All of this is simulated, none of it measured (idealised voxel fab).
process module | voxel tone inversion
cross-section cut | 270 nm wide | cells 5 nm
A cross-section is a grid of square cells, given in bands from the top down. A band is one or more rows of cells.
Each band's line starts with the height of the band's top and of its bottom, in nm. Then come its materials from left to right, each with its width in nm. One material with "throughout" fills the band from edge to edge. "air" is empty space.
Height 0 is the level under which the wafer as received is all one material. The lowest band goes on downwards, as in "0 down".
A width such as "30 to 40" changes by the same amount from each row of cells to the next, from the band's top row to its bottom row.
"no change" after a step means that no cell of the cross-section changed.
closed voids: empty space of 8 cells or more with no open way to the top, each as width x height at its distance from the left edge, in nm
after a step's settings: what the simulator itself notes on the step
overlay nm, on a step with a mask: how far to the right of its planned place the mask lay; to the left if negative
plan
1 op RECEIVE | material Si
2 op CONFORMAL_DEP | material SiCN | thk nm 5
3 op DIRECTIONAL_DEP | material aC | thk nm 15
4 op PATTERN | tone cover | mask id POSTS | material resist | width nm 25 | pitch nm 55 | thk nm 20 | overlay nm 0
5 op DIRECTIONAL_ETCH | etch materials aC | depth nm 15
6 op STRIP | etch materials resist
7 op FILL_DEP | material lowk | thk nm 5
8 op CMP | height nm 20
9 op STRIP | etch materials aC
varied across the wafers: thk nm of step 2. The plan shows the first wafer's value. All wafers start alike
first wafer as received, after step 1
  0 down: Si throughout
  closed voids: none
each wafer at the end: cells of each material gained (+) or lost (-) since it was received, then its closed voids
thk nm 5 | +54 SiCN | +117 lowk | closed voids: none
thk nm 10 | +108 SiCN | +78 lowk | closed voids: none
thk nm 15 | +162 SiCN | +39 lowk | closed voids: none
thk nm 20 | +216 SiCN | closed voids: none
